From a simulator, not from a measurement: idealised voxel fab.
Presented below is a process module, voxel self aligned contacts.
Square cells of 5 nm make up the cross-section cut, whose width is 205 nm.
Bands, listed from the top down, are how a cross-section gets written in this document; the cross-section itself is a grid of square cells, and a band is one or more rows of them. Basically the band line says how high the top is and how high the bottom is, in nm, and then what's in it from left to right, every material with its width in nm. Empty space shows up as "blank", and if a single material carries "edge to edge" it runs the full band edge to edge. Height is counted from the level 0, under which the received wafer is composed throughout of one material. The lowest of the bands is not closed at the bottom but continues downward, in the notation "top 0, no bottom". The width entry "30->40" should be interpreted row by row: the top row of cells in the band takes the first number, the bottom row takes the second number, and the change between adjacent rows is uniform throughout. Step note "nothing changed" = no cross-section cell changed. You'll see "Enclosed void listing" listing empty spaces that have no way open to the top, as long as they're 8 cells or more; the notation is width x height at distance, where the distance is from the left edge, and all of it is in nm. Formally, on a step line, whatever follows the settings is a remark that the simulator itself makes on the step. Each step line may optionally specify "overlay nm", which for a step with a mask gives the rightward distance between the mask's planned place and where it lay, a negative value indicating the leftward direction.

**Planned process steps**
| 1 | RECEIVE (material Si) |
| 2 | CONFORMAL_DEP (material SiO2; thk nm 5) |
| 3 | DIRECTIONAL_DEP (material polySi; thk nm 30) |
| 4 | DIRECTIONAL_DEP (material SiN; thk nm 20) |
| 5 | PATTERN (tone cover; mask id GATE; material resist; width nm 30; pitch nm 60; thk nm 20; overlay nm 0) |
| 6 | DIRECTIONAL_ETCH (etch materials SiN; depth nm 20) |
| 7 | DIRECTIONAL_ETCH (etch materials polySi; depth nm 30) |
| 8 | STRIP (etch materials resist) |
| 9 | CONFORMAL_DEP (material SiN; thk nm 5) |
| 10 | DIRECTIONAL_ETCH (etch materials SiN; depth nm 5) |
| 11 | FILL_DEP (material SiO2; thk nm 15) |
| 12 | CMP (height nm 60) |
| 13 | PATTERN (tone open; mask id CONTACT; material resist; width nm 40; thk nm 15; overlay nm 0) |
| 14 | DIRECTIONAL_ETCH (etch materials SiO2; depth nm 60) |
| 15 | STRIP (etch materials resist) |
| 16 | CONFORMAL_DEP (material TiN; thk nm 5) |
| 17 | FILL_DEP (material W; thk nm 10) |
| 18 | CMP (height nm 60) |
| 19 | CONFORMAL_DEP (material SiN; thk nm 5) |

**This is the cross-section of the wafer as we received it, i.e. after step 1**
- top 0, no bottom | Si edge to edge
- Enclosed void listing: none

**Wafer cross-section at end of module: start and plan as shown above, one execution error**
- top 65, bottom 60 | SiN edge to edge
- top 60, bottom 55 | SiO2 80 nm; TiN 25 nm; W 10 nm; TiN 5 nm; SiO2 85 nm
- top 55, bottom 35 | SiO2 60 nm; SiN 40 nm; TiN 5 nm; W 10 nm; TiN 5 nm; SiN 40 nm; SiO2 45 nm
- top 35, bottom 5 | SiO2 60 nm; SiN 5 nm; polySi 30 nm; SiN 5 nm; TiN 5 nm; W 10 nm; TiN 5 nm; SiN 5 nm; polySi 30 nm; SiN 5 nm; SiO2 45 nm
- top 5, bottom 0 | SiO2 100 nm; TiN 20 nm; SiO2 85 nm
- top 0, no bottom | Si edge to edge
- Enclosed void listing: none
Here's what went sideways: so step 5 ended up running with a different setting than we planned, it ran as PATTERN (tone cover; mask id GATE; material resist; width nm 30; pitch nm 60; thk nm 20; overlay nm 10)
